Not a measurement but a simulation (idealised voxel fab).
You're looking at the process module voxel gate over fins.
Section cut is 210 nm wide and gridded with 5 nm square cells.
Just so we're on the same page, the cross-sections are grids of square cells, and they're listed out in bands top to bottom, each band one or more rows deep.
Band entry format. Leading values: height of top, height of bottom, nm. Remainder: materials in left-to-right order, each with its width in nm. Special words: "full width" on a single material, which then fills the band edge to edge; "air", empty space.
Height reference: 0 = level under which incoming wafer is all one material. Lowest band: no bottom, runs on downward, e.g. "0 down".
Top row gets the first number, bottom row gets the second, and each row in between changes by the same step: that is how a band width like "30->40" works.
The cross-section has no changed cell in any step marked "no change occurred".
The label "Sealed internal cavities" introduces a list of the empty spaces, 8 cells or larger, that have no open way up to the top; each entry in it reads width x height at distance, where the distance is taken from the left edge and all three are stated in nm.
Past the settings on a step's line: simulator remark, on that step.
Each step line may optionally specify "overlay nm", which for a step with a mask gives the rightward distance between the mask's planned place and where it lay, a negative value indicating the leftward direction.

The steps planned for the process are as follows:
1: RECEIVE [material Si]
2: CONFORMAL_DEP [material SiN] [thk nm 10]
3: DIRECTIONAL_DEP [material aC] [thk nm 10]
4: PATTERN [tone cover] [mask id FINS] [material resist] [width nm 15] [pitch nm 55] [thk nm 30] [overlay nm 0]
5: DIRECTIONAL_ETCH [etch materials aC] [depth nm 10]
6: STRIP [etch materials resist]
7: DIRECTIONAL_ETCH [etch materials SiN] [depth nm 5]
8: DIRECTIONAL_ETCH [etch materials Si] [depth nm 35]
9: STRIP [etch materials aC]
10: FILL_DEP [material SiO2] [thk nm 15]
11: CMP [height nm 10]
12: DIRECTIONAL_DEP [material aC] [thk nm 10]
13: PATTERN [tone open] [mask id RAIL] [material resist] [width nm 15] [thk nm 25] [overlay nm 0]
14: DIRECTIONAL_ETCH [etch materials aC] [depth nm 10]
15: STRIP [etch materials resist]
16: DIRECTIONAL_ETCH [etch materials SiO2] [depth nm 40]
17: STRIP [etch materials aC]
18: CONFORMAL_DEP [material TiN] [thk nm 5]
19: FILL_DEP [material W] [thk nm 10]
20: CMP [height nm 10]
21: SELECTIVE_ETCH [etch materials W Ru TiN] [depth nm 30]
22: FILL_DEP [material SiO2] [thk nm 5]
23: CMP [height nm 10]
24: SELECTIVE_ETCH [etch materials SiO2] [depth nm 20]
25: STRIP [etch materials SiN]
26: CONFORMAL_DEP [material HfO2] [thk nm 5]
27: CONFORMAL_DEP [material TiN] [thk nm 5]
28: CONFORMAL_DEP [material TiAl] [thk nm 5]
29: CONFORMAL_DEP [material TiN] [thk nm 5]
30: FILL_DEP [material W] [thk nm 15]
31: CMP [height nm 30]
32: CONFORMAL_DEP [material SiCN] [thk nm 10]
The plan shows the depth nm of step 7 as the first wafer had it; this setting differs between the wafers, which start out alike.

Received wafers, first of several: cross-section after step 1:
* 0 down: Si full width
* Sealed internal cavities: none

End of the module, past its last step, step 32: how the first of several wafers looks in cross-section:
* 40 to 30: SiCN full width
* 30 to 20: W full width
* 20 to 15: TiN full width
* 15 to 10: TiAl full width
* 10 to 5: TiN full width
* 5 to 0: HfO2 full width
* 0 down: Si full width
* Sealed internal cavities: none

At the end of the module, the last of several wafers in cross-section:
* 40 to 30: SiCN full width
* 30 to 20: W full width
* 20 to 15: W 20 nm, TiN 165 nm, W 25 nm
* 15 to 10: W 20 nm, TiN 5 nm, TiAl 45 nm, TiN 10 nm, TiAl 45 nm, TiN 10 nm, TiAl 45 nm, TiN 5 nm, W 25 nm
* 10 to 5: TiN 25 nm, TiAl 5 nm, TiN 35 nm, TiAl 5 nm, TiN 10 nm, TiAl 5 nm, TiN 35 nm, TiAl 5 nm, TiN 10 nm, TiAl 5 nm, TiN 35 nm, TiAl 5 nm, TiN 30 nm
* 5 to 0: TiAl 30 nm, TiN 5 nm, HfO2 25 nm, TiN 5 nm, TiAl 20 nm, TiN 5 nm, HfO2 25 nm, TiN 5 nm, TiAl 20 nm, TiN 5 nm, HfO2 25 nm, TiN 5 nm, TiAl 35 nm
* 0 to -5: TiN 35 nm, HfO2 5 nm, Si 15 nm, HfO2 5 nm, TiN 30 nm, HfO2 5 nm, Si 15 nm, HfO2 5 nm, TiN 30 nm, HfO2 5 nm, Si 15 nm, HfO2 5 nm, TiN 40 nm
* -5 to -10: HfO2 40 nm, Si 15 nm, HfO2 40 nm, Si 15 nm, HfO2 40 nm, Si 15 nm, HfO2 45 nm
* -10 to -20: SiO2 40 nm, Si 15 nm, SiO2 40 nm, Si 15 nm, SiO2 40 nm, Si 15 nm, SiO2 45 nm
* -20 to -25: SiO2 40 nm, Si 15 nm, SiO2 10 nm, TiN 5 nm, W 5 nm, TiN 5 nm, SiO2 15 nm, Si 15 nm, SiO2 40 nm, Si 15 nm, SiO2 45 nm
* -25 to -30: SiO2 40 nm, Si 15 nm, SiO2 10 nm, TiN 15 nm, SiO2 15 nm, Si 15 nm, SiO2 40 nm, Si 15 nm, SiO2 45 nm
* -30 to -35: SiO2 40 nm, Si 15 nm, SiO2 40 nm, Si 15 nm, SiO2 40 nm, Si 15 nm, SiO2 45 nm
* -35 down: Si full width
* Sealed internal cavities: none

Per wafer, end of module: cells gained (+) or lost (-) per material since receipt, then closed voids:
depth nm 5 | +42 HfO2 | +84 SiCN | +42 TiAl | +84 TiN | +84 W | Sealed internal cavities: none
depth nm 10 | +54 HfO2 | -231 Si | +84 SiCN | +159 SiO2 | +54 TiAl | +113 TiN | +103 W | Sealed internal cavities: none
depth nm 15 | +54 HfO2 | -231 Si | +84 SiCN | +159 SiO2 | +54 TiAl | +113 TiN | +103 W | Sealed internal cavities: none
depth nm 20 | +54 HfO2 | -231 Si | +84 SiCN | +159 SiO2 | +54 TiAl | +113 TiN | +103 W | Sealed internal cavities: none
depth nm 25 | +54 HfO2 | -231 Si | +84 SiCN | +159 SiO2 | +54 TiAl | +113 TiN | +103 W | Sealed internal cavities: none
